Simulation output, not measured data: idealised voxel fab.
Title: Process Module voxel double patterning
It is cross-section cut that appears here, measuring 290 nm in width, its square cells being 5 nm in size.
Think of the cross-section as a grid of square cells. We describe it in bands, top to bottom, and each band covers one or more rows of those cells.
Quick guide to a band line: top height, bottom height (nm) up front; then every material left to right with its width in nm. Only one material and it's marked "throughout"? Then it fills the band edge to edge. And "empty" just means empty space.
Height is counted from the level 0, under which the received wafer is composed throughout of one material. The lowest of the bands is not closed at the bottom but continues downward, in the notation "0 -> down".
So if you see something like "30 to 40" for the width, read it as the top row of the band sitting at the first number and the bottom row at the second, with every row in between moving by the same amount as the last.
No cell of the cross-section changed in a step that is given as "no modification".
The entry titled "Trapped cavities" provides the empty spaces that have no open way to the top, restricted to those of 8 cells or more. Each is presented as width x height at distance, the distance being measured from the left edge, with all three in nm.
Note: text after step settings on the step line = simulator remark on that step.
overlay nm: step with mask; distance mask lay right of planned place; negative value = left of planned place.
**Process steps (planned)**
- 1: RECEIVE, material Si
- 2: CONFORMAL_DEP, material SiO2, thk nm 5
- 3: DIRECTIONAL_DEP, material polySi, thk nm 10
- 4: DIRECTIONAL_DEP, material SiCN, thk nm 5
- 5: PATTERN, tone open, mask id FIRST, material resist, width nm 15, pitch nm 50, thk nm 20, overlay nm 0
- 6: DIRECTIONAL_ETCH, etch materials SiCN, depth nm 5
- 7: STRIP, etch materials resist
- 8: PATTERN, tone open, mask id SECOND, material resist, width nm 15, thk nm 15, overlay nm 0
- 9: DIRECTIONAL_ETCH, etch materials SiCN, depth nm 5
- 10: STRIP, etch materials resist
- 11: DIRECTIONAL_ETCH, etch materials polySi, depth nm 10
- 12: STRIP, etch materials SiCN
**As received (post step 1): cross-section**
    0 -> down | Si throughout
    Trapped cavities: none
**First of two wafers at the end of the module, shown in cross-section; run carried out as planned**
    15 -> 5 | polySi 110, empty 15, polySi 10, empty 15, polySi 10, empty 15, polySi 115
    5 -> 0 | SiO2 throughout
    0 -> down | Si throughout
    Trapped cavities: none
**So this is wafer number two of the two, cut at the end of the module - it started where the first did and had the same plan, we just got one thing wrong running it**
    15 -> 5 | polySi 110, empty 15, polySi 20, empty 30, polySi 115
    5 -> 0 | SiO2 throughout
    0 -> down | Si throughout
    Trapped cavities: none
Nonconformance to the process plan: planned and actual differ for step 8; actual: PATTERN, tone open, mask id SECOND, material resist, width nm 15, thk nm 15, overlay nm 10
Final wafers compared: equal cell tally per material, rearranged layout.
